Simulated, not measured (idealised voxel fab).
Process module in this document: voxel self aligned vias
Each square cell in cross-section cut measures 5 nm, and the section as a whole is 295 nm wide.
Cross-section format: a grid of square cells, given as bands from top to bottom; each band is one or more rows of cells. Band: top height; bottom height; in nm. Then, left to right: material with width in nm, for each material. "edge to edge": a single material spanning edge to edge. "blank": empty space. Zero point of the height axis is 0; under it, received wafer = one material. Lowest band: continues down indefinitely, "top 0, no bottom". The notation "30..40" denotes a width that varies across the rows of cells in the band, beginning at the first number in the top row, finishing at the second number in the bottom row, and changing by an identical amount from each row to the next. "no modification" after a step means that no cell of the cross-section changed. Look at "Closed void catalog" for the closed voids: empty spaces with no open path to the top, sized 8 cells or up. Each is width x height at distance, distance from the left edge, all nm. Step line, after settings: the simulator's comment on this step. The setting "overlay nm" may be written on the line of a step. When the step uses a mask, the value reports how far to the right of the planned place the mask lay, and a negative value reports that it lay to the left.

# These are the steps we planned for the process
1,RECEIVE: material Si
2,CONFORMAL_DEP: material SiO2, thk nm 10
3,CONFORMAL_DEP: material SiCN, thk nm 5
4,DIRECTIONAL_DEP: material SiO2, thk nm 25
5,MASKED_ETCH: tone open, mask id LINES, width nm 20, pitch nm 55, etch materials SiO2, depth nm 25, overlay nm 0
6,CONFORMAL_DEP: material TiN, thk nm 5
7,FILL_DEP: material W, thk nm 10
8,CMP: height nm 40
9,SELECTIVE_ETCH: etch materials W Ru TiN, depth nm 10
10,FILL_DEP: material SiN, thk nm 10
11,CMP: height nm 40
12,DIRECTIONAL_DEP: material SiO2, thk nm 20
13,MASKED_ETCH: tone open, mask id VIAS, width nm 40, pitch nm 55, etch materials SiO2, depth nm 20, overlay nm 0
14,MASKED_ETCH: tone open, mask id VIAS, width nm 40, pitch nm 55, etch materials SiN, depth nm 10, overlay nm 0
15,CONFORMAL_DEP: material TiN, thk nm 5
16,FILL_DEP: material Cu, thk nm 10
17,CMP: height nm 60
18,CONFORMAL_DEP: material SiCN, thk nm 5

# Incoming wafer, cross-sectional view, post step 1
	top 0, no bottom  Si edge to edge
	Closed void catalog: none

# Final cross-section, module run with one mistake (start and plan as above)
	top 65, bottom 60  SiCN edge to edge
	top 60, bottom 45  70 SiO2  5 TiN  30 Cu  5 TiN  15 SiO2  5 TiN  30 Cu  5 TiN  15 SiO2  5 TiN  30 Cu  5 TiN  75 SiO2
	top 45, bottom 35  70..80 SiO2  15..5 TiN  10 Cu  15..5 TiN  15..35 SiO2  15..5 TiN  10 Cu  15..5 TiN  15..35 SiO2  15..5 TiN  10 Cu  15..5 TiN  75..85 SiO2
	top 35, bottom 30  80 SiO2  20 TiN  35 SiO2  20 TiN  35 SiO2  20 TiN  85 SiO2
	top 30, bottom 25  80 SiO2  20 SiN  35 SiO2  20 SiN  35 SiO2  20 SiN  85 SiO2
	top 25, bottom 20  80 SiO2  5 TiN  10 W  5 TiN  35 SiO2  5 TiN  10 W  5 TiN  35 SiO2  5 TiN  10 W  5 TiN  85 SiO2
	top 20, bottom 15  80 SiO2  20 TiN  35 SiO2  20 TiN  35 SiO2  20 TiN  85 SiO2
	top 15, bottom 10  SiCN edge to edge
	top 10, bottom 0  SiO2 edge to edge
	top 0, no bottom  Si edge to edge
	Closed void catalog: none
Finding, execution versus plan: heads up, step 9 didn't go per plan, it actually ran as SELECTIVE_ETCH: etch materials W Ru TiN, depth nm 15
